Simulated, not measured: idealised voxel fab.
process module | voxel ribs on slabs
For reference, the cross-section in this document is cut, with width 150 nm and square cells of 5 nm.
Bands, listed from the top down, are how a cross-section gets written in this document; the cross-section itself is a grid of square cells, and a band is one or more rows of them. Top, bottom (nm), then materials left to right with widths (nm); lone material tagged "everywhere" fills the whole band edge to edge; "empty" = empty space. Heads up on the height convention: 0 is the point under which the incoming wafer is all one material, and the lowest band has no bottom, it just keeps going down, like "0 nm and below". When a width is written as two numbers, as in "30 to 40", the first number is the width in the top row of cells of the band and the second is the width in its bottom row, and the width changes by the same amount from each row to the next. It should be understood that the words "no change occurred", when stated for a given step, signify that the cross-section underwent no change in any of its cells during that step. Empty spaces without an open route to the top, at least 8 cells in extent, make up the entry "Closed void inventory"; each is given as width x height at distance, where the distance is measured from the left edge, and all are in nm. If you see something after the settings on a step's line, that's the simulator's own remark about that step. The optional step-line setting "overlay nm" applies to steps with a mask and quantifies how far to the right of its planned location the mask lay, a negative value indicating leftward placement.
The planned process steps are enumerated hereunder
1 op RECEIVE | material Si
2 op DIRECTIONAL_DEP | material SiO2 | thk nm 20
3 op DIRECTIONAL_DEP | material polySi | thk nm 10
4 op MASKED_ETCH | tone cover | mask id RIB | width nm 15 | etch materials polySi | depth nm 5 | overlay nm 0
5 op DIRECTIONAL_DEP | material aC | thk nm 15
6 op PATTERN | tone cover | mask id SLAB | material resist | width nm 45 | thk nm 30 | overlay nm 0
7 op DIRECTIONAL_ETCH | etch materials aC | depth nm 15
8 op STRIP | etch materials resist
9 op DIRECTIONAL_ETCH | etch materials polySi | depth nm 15
10 op STRIP | etch materials aC
11 op FILL_DEP | material SiO2 | thk nm 20
12 op CMP | height nm 50
13 op DIRECTIONAL_DEP | material TiN | thk nm 10
14 op PATTERN | tone cover | mask id HEATER | material resist | width nm 25 | thk nm 15 | overlay nm 0
15 op DIRECTIONAL_ETCH | etch materials TiN | depth nm 10
16 op STRIP | etch materials resist
17 op CONFORMAL_DEP | material SiN | thk nm 10
What sets these wafers apart? The thk nm at step 3. They all start alike, and the plan carries the first wafer's value.
The as-received cross-section of the first of several wafers corresponds to the state after step 1
> 0 nm and below  Si everywhere
> Closed void inventory: none
Row per wafer, end-of-module: cell gain (+)/loss (-) by material since the wafer came in, then closed voids
thk nm 10, +68 SiN, +288 SiO2, +10 TiN, +12 polySi, Closed void inventory: none
thk nm 15, +68 SiN, +279 SiO2, +10 TiN, +21 polySi, Closed void inventory: none
thk nm 20, +68 SiN, +270 SiO2, +10 TiN, +30 polySi, Closed void inventory: none
thk nm 25, +68 SiN, +240 SiO2, +10 TiN, +60 polySi, Closed void inventory: none
thk nm 30, +68 SiN, +210 SiO2, +10 TiN, +90 polySi, Closed void inventory: none
thk nm 35, +68 SiN, +183 SiO2, +10 TiN, +117 polySi, Closed void inventory: none
